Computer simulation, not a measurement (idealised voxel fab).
Process module heading - voxel self aligned vias
Cross-sectional view cut (width: 285 nm; square cell size: 5 nm).
Bands, listed from the top down, are how a cross-section gets written in this document; the cross-section itself is a grid of square cells, and a band is one or more rows of them. In this notation a band is specified by the heights of its top and bottom, in that order and in nm, after which its materials appear from left to right, each paired with its width in nm. The word "edge to edge" attached to a single material means that material fills the band from edge to edge; the word "empty" stands for empty space. We count height from 0. Below that, the starting wafer is all one material. The lowest band never ends at the bottom but goes on down; see "0 nm and below" for how that is written. A width given as "30 to 40" starts at the first number in the band's top row and ends at the second number in its bottom row, shifting by an equal amount at every step from row to row. "nothing altered" means the step left every cell of the cross-section as it was. "Enclosed void inventory" contains a list of empty spaces, each no smaller than 8 cells and without an open way to the top, written in the form width x height at distance with the distance from the left edge and all three in nm. Formally, on a step line, whatever follows the settings is a remark that the simulator itself makes on the step. overlay nm: on a step with a mask, how far right of its planned place the mask lay; negative means left.
**Planned step list for the process**
- 1: RECEIVE | material Si
- 2: CONFORMAL_DEP | material SiO2 | thk nm 10
- 3: CONFORMAL_DEP | material SiCN | thk nm 5
- 4: DIRECTIONAL_DEP | material lowk | thk nm 20
- 5: MASKED_ETCH | tone open | mask id LINES | width nm 25 | pitch nm 55 | etch materials lowk | depth nm 20 | overlay nm 0
- 6: CONFORMAL_DEP | material TiN | thk nm 5
- 7: FILL_DEP | material Ru | thk nm 10
- 8: CMP | height nm 35
- 9: SELECTIVE_ETCH | etch materials W Ru TiN | depth nm 5
- 10: FILL_DEP | material SiN | thk nm 10
- 11: CMP | height nm 35
- 12: DIRECTIONAL_DEP | material lowk | thk nm 20
- 13: PATTERN | tone open | mask id VIAS | material resist | width nm 35 | pitch nm 110 | thk nm 20 | overlay nm 0
- 14: DIRECTIONAL_ETCH | etch materials lowk | depth nm 20
- 15: DIRECTIONAL_ETCH | etch materials SiN | depth nm 5
- 16: STRIP | etch materials resist
- 17: CONFORMAL_DEP | material TiN | thk nm 5
- 18: FILL_DEP | material W | thk nm 5
- 19: CMP | height nm 55
- 20: CONFORMAL_DEP | material SiN | thk nm 5
**Incoming wafer in cross-section (state: after step 1)**
0 nm and below = Si edge to edge
Enclosed void inventory: none
**Module complete - cross-section of the first of two wafers, run according to plan**
60 nm to 55 nm = SiN edge to edge
55 nm to 40 nm = lowk 70, then TiN 5, then W 25, then TiN 5, then lowk 75, then TiN 5, then W 25, then TiN 5, then lowk 70
40 nm to 35 nm = lowk 70, then TiN 10, then W 15, then TiN 10, then lowk 75, then TiN 10, then W 15, then TiN 10, then lowk 70
35 nm to 30 nm = lowk 75, then TiN 25, then lowk 30, then SiN 25, then lowk 30, then TiN 25, then lowk 75
30 nm to 20 nm = lowk 75, then TiN 5, then Ru 15, then TiN 5, then lowk 30, then TiN 5, then Ru 15, then TiN 5, then lowk 30, then TiN 5, then Ru 15, then TiN 5, then lowk 75
20 nm to 15 nm = lowk 75, then TiN 25, then lowk 30, then TiN 25, then lowk 30, then TiN 25, then lowk 75
15 nm to 10 nm = SiCN edge to edge
10 nm to 0 nm = SiO2 edge to edge
0 nm and below = Si edge to edge
Enclosed void inventory: none
**So this is wafer number two of the two, cut at the end of the module - it started where the first did and had the same plan, we just got one thing wrong running it**
60 nm to 55 nm = SiN edge to edge
55 nm to 40 nm = lowk 70, then TiN 5, then W 25, then TiN 5, then lowk 75, then TiN 5, then W 25, then TiN 5, then lowk 70
40 nm to 35 nm = lowk 70, then TiN 5, then W 15, then TiN 15, then lowk 75, then TiN 5, then W 15, then TiN 15, then lowk 70
35 nm to 30 nm = lowk 70, then TiN 25, then lowk 30, then SiN 25, then lowk 30, then TiN 25, then lowk 80
30 nm to 20 nm = lowk 70, then TiN 5, then Ru 15, then TiN 5, then lowk 30, then TiN 5, then Ru 15, then TiN 5, then lowk 30, then TiN 5, then Ru 15, then TiN 5, then lowk 80
20 nm to 15 nm = lowk 70, then TiN 25, then lowk 30, then TiN 25, then lowk 30, then TiN 25, then lowk 80
15 nm to 10 nm = SiCN edge to edge
10 nm to 0 nm = SiO2 edge to edge
0 nm and below = Si edge to edge
Enclosed void inventory: none
Where did the run depart from the plan? step 5 went in with a setting other than planned; the actual run was MASKED_ETCH | tone open | mask id LINES | width nm 25 | pitch nm 55 | etch materials lowk | depth nm 20 | overlay nm -5
The concluding comparison shows that, measured in cells, each material is equally abundant on both wafers, albeit at different positions.
